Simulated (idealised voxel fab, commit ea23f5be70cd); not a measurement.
voxel transistor to metal: a process module
195 nm wide, 5 nm square cells: that's cross-section cut.
Format of a cross-section: grid, square cells. Given as bands. Order: top down. Band: one or more rows of cells. The entry gives the band's vertical extent as a top height and a bottom height in nm, then its horizontal make-up as materials from left to right, each with a width in nm. "empty" stands for empty space; a single material marked "everywhere" fills the band edge to edge. Height datum 0, below which the as-received substrate wafer is one material. Lowest band open at the bottom, running downward: "0 nm and below". A width given as "30->40" starts at the first number in the band's top row and ends at the second number in its bottom row, shifting by an equal amount at every step from row to row. When a step is marked "remained the same", none of the cells in the cross-section changed during that step. Entry "Tabulated closed voids". Content: empty spaces with no open connection to the top, size 8 cells or greater. Each: width x height at distance. Distance: from left edge. Unit: nm. Where a step's line continues beyond its settings, the continuation is a remark by the simulator itself on that step. You can add "overlay nm" to a step's line. For a step with a mask, it describes how far the mask lay to the right of its planned position, and a negative number describes a lay to the left.

The planned process steps are enumerated hereunder
1. RECEIVE, material Si
2. CONFORMAL_DEP, material SiO2, thk nm 5
3. CONFORMAL_DEP, material SiN, thk nm 10
4. MASKED_ETCH, tone cover, mask id ACTIVE, width nm 115, etch materials SiN, depth nm 10, overlay nm 0
5. MASKED_ETCH, tone cover, mask id ACTIVE, width nm 115, etch materials SiO2, depth nm 5, overlay nm 0
6. MASKED_ETCH, tone cover, mask id ACTIVE, width nm 115, etch materials Si, depth nm 30, overlay nm 0
7. FILL_DEP, material SiO2, thk nm 5
8. CMP, height nm 15
9. SELECTIVE_ETCH, etch materials SiO2, depth nm 5
10. STRIP, etch materials SiN
11. SELECTIVE_ETCH, etch materials SiO2, depth nm 5
12. OXIDIZE, depth nm 5
13. DIRECTIONAL_DEP, material polySi, thk nm 20
14. DIRECTIONAL_DEP, material SiCN, thk nm 10
15. PATTERN, tone cover, mask id GATE, material resist, width nm 25, thk nm 15, overlay nm 0
16. DIRECTIONAL_ETCH, etch materials SiCN, depth nm 20
17. DIRECTIONAL_ETCH, etch materials polySi, depth nm 30
18. STRIP, etch materials resist
19. CONFORMAL_DEP, material SiO2, thk nm 5
20. DIRECTIONAL_ETCH, etch materials SiO2, depth nm 5
21. CONFORMAL_DEP, material SiN, thk nm 10
22. DIRECTIONAL_ETCH, etch materials SiN, depth nm 10
23. DIRECTIONAL_ETCH, etch materials SiO2, depth nm 5
24. DIRECTIONAL_ETCH, etch materials Si, depth nm 15
25. EPI, material SiGe, thk nm 15
26. FILL_DEP, material SiO2, thk nm 5
27. CMP, height nm 20
28. STRIP, etch materials polySi
29. SELECTIVE_ETCH, etch materials SiO2, depth nm 5
30. CONFORMAL_DEP, material HfO2, thk nm 5
31. CONFORMAL_DEP, material TiN, thk nm 5
32. FILL_DEP, material W, thk nm 10
33. CMP, height nm 15
34. DIRECTIONAL_DEP, material SiO2, thk nm 15
35. MASKED_ETCH, tone open, mask id CONTACT, width nm 15, pitch nm 80, etch materials SiO2, depth nm 20, overlay nm 0
36. CONFORMAL_DEP, material TiN, thk nm 5
37. FILL_DEP, material W, thk nm 10
38. CMP, height nm 30
39. CONFORMAL_DEP, material SiCN, thk nm 5
40. DIRECTIONAL_DEP, material SiO2, thk nm 25
41. MASKED_ETCH, tone open, mask id METAL_1, width nm 15, pitch nm 80, etch materials SiO2, depth nm 25, overlay nm 0
42. MASKED_ETCH, tone open, mask id METAL_1, width nm 15, pitch nm 80, etch materials SiCN, depth nm 5, overlay nm 0
43. CONFORMAL_DEP, material TiN, thk nm 5
44. FILL_DEP, material Cu, thk nm 5
45. CMP, height nm 60
46. CONFORMAL_DEP, material SiCN, thk nm 5
47. DIRECTIONAL_DEP, material lowk, thk nm 25
48. MASKED_ETCH, tone open, mask id METAL_2, width nm 15, pitch nm 80, etch materials lowk, depth nm 15, overlay nm 0
49. DIRECTIONAL_DEP, material aC, thk nm 10
50. PATTERN, tone open, mask id METAL_2_HOLES, material resist, width nm 15, pitch nm 80, thk nm 30, overlay nm 0
51. DIRECTIONAL_ETCH, etch materials aC, depth nm 10
52. STRIP, etch materials resist
53. DIRECTIONAL_ETCH, etch materials lowk, depth nm 10
54. DIRECTIONAL_ETCH, etch materials SiCN, depth nm 5
55. STRIP, etch materials aC
56. CONFORMAL_DEP, material TiN, thk nm 5
57. FILL_DEP, material Cu, thk nm 10
58. CMP, height nm 90
59. CONFORMAL_DEP, material SiN, thk nm 5
Split variable: width nm, step 48. Plan value = first wafer. Wafers start alike.

As received, i.e. after step 1: cross-section through the first of several wafers
* 0 nm and below | Si everywhere
* Tabulated closed voids: none

Cross-section, first of several wafers, end of module, after last step 59
* 95 nm to 90 nm | SiN everywhere
* 90 nm to 65 nm | 50 nm lowk; 5 nm TiN; 5 nm Cu; 5 nm TiN; 65 nm lowk; 5 nm TiN; 5 nm Cu; 5 nm TiN; 50 nm lowk
* 65 nm to 60 nm | 50 nm SiCN; 15 nm TiN; 65 nm SiCN; 15 nm TiN; 50 nm SiCN
* 60 nm to 35 nm | 50 nm SiO2; 5 nm TiN; 5 nm Cu; 5 nm TiN; 65 nm SiO2; 5 nm TiN; 5 nm Cu; 5 nm TiN; 50 nm SiO2
* 35 nm to 30 nm | 50 nm SiCN; 15 nm TiN; 65 nm SiCN; 15 nm TiN; 50 nm SiCN
* 30 nm to 15 nm | 50 nm SiO2; 5 nm TiN; 5 nm W; 5 nm TiN; 65 nm SiO2; 5 nm TiN; 5 nm W; 5 nm TiN; 50 nm SiO2
* 15 nm to 10 nm | 50 nm SiO2; 15 nm TiN; 5 nm SiO2; 10 nm SiN; 5 nm HfO2; 5 nm TiN; 15 nm W; 5 nm TiN; 5 nm HfO2; 10 nm SiN; 5 nm SiO2; 15 nm TiN; 50 nm SiO2
* 10 nm to 5 nm | 45 nm SiO2; 25 nm SiGe; 10 nm SiN; 5 nm HfO2; 5 nm TiN; 15 nm W; 5 nm TiN; 5 nm HfO2; 10 nm SiN; 25 nm SiGe; 45 nm SiO2
* 5 nm to 0 nm | 40 nm SiO2; 10 nm SiN; 20 nm SiGe; 10 nm SiN; 5 nm HfO2; 25 nm TiN; 5 nm HfO2; 10 nm SiN; 20 nm SiGe; 10 nm SiN; 40 nm SiO2
* 0 nm to -5 nm | 50 nm SiO2; 20 nm SiGe; 10 nm SiO2; 35 nm HfO2; 10 nm SiO2; 20 nm SiGe; 50 nm SiO2
* -5 nm to -20 nm | 40 nm SiO2; 10 nm Si; 20 nm SiGe; 55 nm Si; 20 nm SiGe; 10 nm Si; 40 nm SiO2
* -20 nm to -30 nm | 40 nm SiO2; 115 nm Si; 40 nm SiO2
* -30 nm and below | Si everywhere
* Tabulated closed voids: none

So this is the cross-section on the last wafer at the end of the module
* 95 nm to 90 nm | SiN everywhere
* 90 nm to 80 nm | 45 nm lowk; 5 nm TiN; 20 nm Cu; 5 nm TiN; 50 nm lowk; 5 nm TiN; 20 nm Cu; 5 nm TiN; 40 nm lowk
* 80 nm to 75 nm | 45 nm lowk; 10 nm TiN; 5 nm Cu; 15 nm TiN; 50 nm lowk; 10 nm TiN; 5 nm Cu; 15 nm TiN; 40 nm lowk
* 75 nm to 65 nm | 50 nm lowk; 5 nm TiN; 5 nm Cu; 5 nm TiN; 65 nm lowk; 5 nm TiN; 5 nm Cu; 5 nm TiN; 50 nm lowk
* 65 nm to 60 nm | 50 nm SiCN; 15 nm TiN; 65 nm SiCN; 15 nm TiN; 50 nm SiCN
* 60 nm to 35 nm | 50 nm SiO2; 5 nm TiN; 5 nm Cu; 5 nm TiN; 65 nm SiO2; 5 nm TiN; 5 nm Cu; 5 nm TiN; 50 nm SiO2
* 35 nm to 30 nm | 50 nm SiCN; 15 nm TiN; 65 nm SiCN; 15 nm TiN; 50 nm SiCN
* 30 nm to 15 nm | 50 nm SiO2; 5 nm TiN; 5 nm W; 5 nm TiN; 65 nm SiO2; 5 nm TiN; 5 nm W; 5 nm TiN; 50 nm SiO2
* 15 nm to 10 nm | 50 nm SiO2; 15 nm TiN; 5 nm SiO2; 10 nm SiN; 5 nm HfO2; 5 nm TiN; 15 nm W; 5 nm TiN; 5 nm HfO2; 10 nm SiN; 5 nm SiO2; 15 nm TiN; 50 nm SiO2
* 10 nm to 5 nm | 45 nm SiO2; 25 nm SiGe; 10 nm SiN; 5 nm HfO2; 5 nm TiN; 15 nm W; 5 nm TiN; 5 nm HfO2; 10 nm SiN; 25 nm SiGe; 45 nm SiO2
* 5 nm to 0 nm | 40 nm SiO2; 10 nm SiN; 20 nm SiGe; 10 nm SiN; 5 nm HfO2; 25 nm TiN; 5 nm HfO2; 10 nm SiN; 20 nm SiGe; 10 nm SiN; 40 nm SiO2
* 0 nm to -5 nm | 50 nm SiO2; 20 nm SiGe; 10 nm SiO2; 35 nm HfO2; 10 nm SiO2; 20 nm SiGe; 50 nm SiO2
* -5 nm to -20 nm | 40 nm SiO2; 10 nm Si; 20 nm SiGe; 55 nm Si; 20 nm SiGe; 10 nm Si; 40 nm SiO2
* -20 nm to -30 nm | 40 nm SiO2; 115 nm Si; 40 nm SiO2
* -30 nm and below | Si everywhere
* Tabulated closed voids: none

Rows = wafers. At module end, each row lists per material the cells gained (+) or lost (-) since the wafer was received, then the closed voids
width nm 15, +20 Cu, +13 HfO2, -143 Si, +66 SiCN, +50 SiGe, +55 SiN, +424 SiO2, +79 TiN, +12 W, +165 lowk, Tabulated closed voids: none
width nm 20, +24 Cu, +13 HfO2, -143 Si, +66 SiCN, +50 SiGe, +55 SiN, +424 SiO2, +81 TiN, +12 W, +159 lowk, Tabulated closed voids: none
width nm 25, +28 Cu, +13 HfO2, -143 Si, +66 SiCN, +50 SiGe, +55 SiN, +424 SiO2, +83 TiN, +12 W, +153 lowk, Tabulated closed voids: none
width nm 30, +32 Cu, +13 HfO2, -143 Si, +66 SiCN, +50 SiGe, +55 SiN, +424 SiO2, +85 TiN, +12 W, +147 lowk, Tabulated closed voids: none
